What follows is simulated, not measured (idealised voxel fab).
process module | voxel trench capacitor
cross-section cut | 185 nm wide | cells 5 nm
A cross-section is a grid of square cells, given in bands from the top down. A band is one or more rows of cells.
Each band's line starts with the height of the band's top and of its bottom, in nm. Then come its materials from left to right, each with its width in nm. One material with "throughout" fills the band from edge to edge. "air" is empty space.
Height 0 is the level under which the wafer as received is all one material. The lowest band goes on downwards, as in "0 down".
A width such as "30 to 40" changes by the same amount from each row of cells to the next, from the band's top row to its bottom row.
"no change" after a step means that no cell of the cross-section changed.
closed voids: empty space of 8 cells or more with no open way to the top, each as width x height at its distance from the left edge, in nm
after a step's settings: what the simulator itself notes on the step
overlay nm, on a step with a mask: how far to the right of its planned place the mask lay; to the left if negative
plan
1 op RECEIVE | material Si
2 op CONFORMAL_DEP | material SiN | thk nm 10
3 op PATTERN | tone open | mask id TRENCH | material resist | width nm 15 | pitch nm 40 | thk nm 15 | overlay nm 0
4 op DIRECTIONAL_ETCH | etch materials SiN | depth nm 10
5 op DIRECTIONAL_ETCH | etch materials Si | depth nm 30
6 op STRIP | etch materials resist
7 op CONFORMAL_DEP | material Al2O3 | thk nm 5
8 op FILL_DEP | material polySi | thk nm 5
9 op CMP | height nm 10
as received, after step 1
  0 down: Si throughout
  closed voids: none
a wafer at the end: this start, this plan, one mistake
  10 to 0: SiN 25 | Al2O3 5 | polySi 5 | Al2O3 5 | SiN 25 | Al2O3 5 | polySi 5 | Al2O3 5 | SiN 25 | Al2O3 5 | polySi 5 | Al2O3 5 | SiN 25 | Al2O3 5 | polySi 5 | Al2O3 5 | SiN 25
  0 to -15: Si 25 | Al2O3 5 | polySi 5 | Al2O3 5 | Si 25 | Al2O3 5 | polySi 5 | Al2O3 5 | Si 25 | Al2O3 5 | polySi 5 | Al2O3 5 | Si 25 | Al2O3 5 | polySi 5 | Al2O3 5 | Si 25
  -15 to -20: Si 25 | Al2O3 15 | Si 25 | Al2O3 15 | Si 25 | Al2O3 15 | Si 25 | Al2O3 15 | Si 25
  -20 down: Si throughout
  closed voids: none
what went wrong: step 5 ran as: op DIRECTIONAL_ETCH | etch materials Si | depth nm 20
